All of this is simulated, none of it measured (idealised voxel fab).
Title: Process Module voxel ribs on slabs
Each square cell in cross-section cut measures 5 nm, and the section as a whole is 235 nm wide.
We lay out every cross-section as a grid of square cells and spell it out in bands from the top down, where one band means one or more rows of cells. What a band's entry tells you: where the top is and where the bottom is, as heights in nm, and after that what lies inside, material by material from left to right, each with its width in nm. Empty space is written as the word "blank", and a single material marked with the word "all across" occupies the band from edge to edge. Convention: height 0 is the level below which the wafer, as received, is all one material. The lowest band does not terminate at the bottom but continues downward, represented as "0..down". Quick explanation for "30->40": the width changes in equal steps down the rows of cells, from the first number in the band's top row to the second number in its bottom row. No cell of the cross-section changed in a step that is given as "no alteration". "Cavities, sealed" lists enclosed empty spaces (at least 8 cells, no open path upward to the top), each as width x height at distance from the left edge, in nm. Note: text after step settings on the step line = simulator remark on that step. You can add "overlay nm" to a step's line. For a step with a mask, it describes how far the mask lay to the right of its planned position, and a negative number describes a lay to the left.

**Intended process steps**
- 1: RECEIVE,material Si
- 2: DIRECTIONAL_DEP,material SiO2,thk nm 25
- 3: DIRECTIONAL_DEP,material polySi,thk nm 25
- 4: DIRECTIONAL_DEP,material aC,thk nm 15
- 5: PATTERN,tone cover,mask id RIB,material resist,width nm 20,thk nm 30,overlay nm 0
- 6: DIRECTIONAL_ETCH,etch materials aC,depth nm 15
- 7: STRIP,etch materials resist
- 8: DIRECTIONAL_ETCH,etch materials polySi,depth nm 15
- 9: STRIP,etch materials aC
- 10: PATTERN,tone cover,mask id SLAB,material resist,width nm 60,thk nm 20,overlay nm 0
- 11: DIRECTIONAL_ETCH,etch materials polySi,depth nm 10
- 12: STRIP,etch materials resist
- 13: FILL_DEP,material SiO2,thk nm 20
- 14: CMP,height nm 65
- 15: DIRECTIONAL_DEP,material W,thk nm 10
- 16: MASKED_ETCH,tone cover,mask id HEATER,width nm 30,etch materials W,depth nm 10,overlay nm 0
- 17: CONFORMAL_DEP,material SiN,thk nm 10

**Wafer cross-section on receipt, i.e. after step 1**
0..down  Si all across
Cavities, sealed: none

**Wafer cross-section at end of module: start and plan as shown above, one execution error**
85..75  blank: 90 | SiN: 50 | blank: 95
75..65  SiN: 100 | W: 30 | SiN: 105
65..60  SiO2 all across
60..45  SiO2: 105 | polySi: 20 | SiO2: 110
45..35  SiO2: 85 | polySi: 60 | SiO2: 90
35..25  polySi all across
25..0  SiO2 all across
0..down  Si all across
Cavities, sealed: none
Processing error: step 3: run off-plan, actual operation and settings DIRECTIONAL_DEP,material polySi,thk nm 35
